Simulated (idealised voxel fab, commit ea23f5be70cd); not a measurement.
This section sets out a process module, namely voxel fin reveal.
Cross-sectional view cut (width: 245 nm; square cell size: 5 nm).
Cross-section layout: square cells on a grid; listed as bands, top to bottom; a band spans one or more cell rows. Within each band entry, the heights of the top and of the bottom of the band appear first, in that order and in nm; the materials of the band then follow from left to right, each with its corresponding width in nm. The designation "full width" on a single material indicates that it fills the band from edge to edge; the designation "air" indicates empty space. Ref level 0: as-received wafer is one material below here. Bottom band extends down with no lower bound ("z 0 and below"). The notation "30..40" denotes a width that varies across the rows of cells in the band, beginning at the first number in the top row, finishing at the second number in the bottom row, and changing by an identical amount from each row to the next. Basically "remains unaltered" means that step didn't change any cell in the cross-section. Entry "Enclosed cavity list". Content: empty spaces with no open connection to the top, size 8 cells or greater. Each: width x height at distance. Distance: from left edge. Unit: nm. Heads up: the bit after the settings on a step's line is the simulator's remark on that step. "overlay nm", when on a step's line for a step with a mask, measures how far to the right of its planned place the mask lay; a negative measure means to the left.
Planned step list for the process
1) RECEIVE [material Si]
2) CONFORMAL_DEP [material SiN] [thk nm 10]
3) DIRECTIONAL_DEP [material aC] [thk nm 15]
4) PATTERN [tone cover] [mask id FINS] [material resist] [width nm 15] [pitch nm 45] [thk nm 30] [overlay nm 0]
5) DIRECTIONAL_ETCH [etch materials aC] [depth nm 15]
6) STRIP [etch materials resist]
7) DIRECTIONAL_ETCH [etch materials SiN] [depth nm 10]
8) DIRECTIONAL_ETCH [etch materials Si] [depth nm 30]
9) STRIP [etch materials aC]
10) FILL_DEP [material SiO2] [thk nm 10]
11) CMP [height nm 10]
12) SELECTIVE_ETCH [etch materials SiO2] [depth nm 20]
13) STRIP [etch materials SiN]
14) CONFORMAL_DEP [material SiO2] [thk nm 5]
Heads up: all these wafers start the same, and what changes between them is the width nm in step 4. The value you see in the plan is just what the first wafer got.
Incoming state of the first of several wafers in cross-section: after step 1
  z 0 and below: Si full width
  Enclosed cavity list: none
Quick key for the table: a row per wafer, taken at the end of the module. For each material it tells you how many cells the wafer gained (+) or lost (-) since it came in, and the closed voids come after
width nm 15 | -258 Si | +229 SiO2 | Enclosed cavity list: none
width nm 20 | -246 Si | +221 SiO2 | Enclosed cavity list: none
width nm 25 | -234 Si | +213 SiO2 | Enclosed cavity list: none
width nm 30 | -222 Si | +205 SiO2 | Enclosed cavity list: none
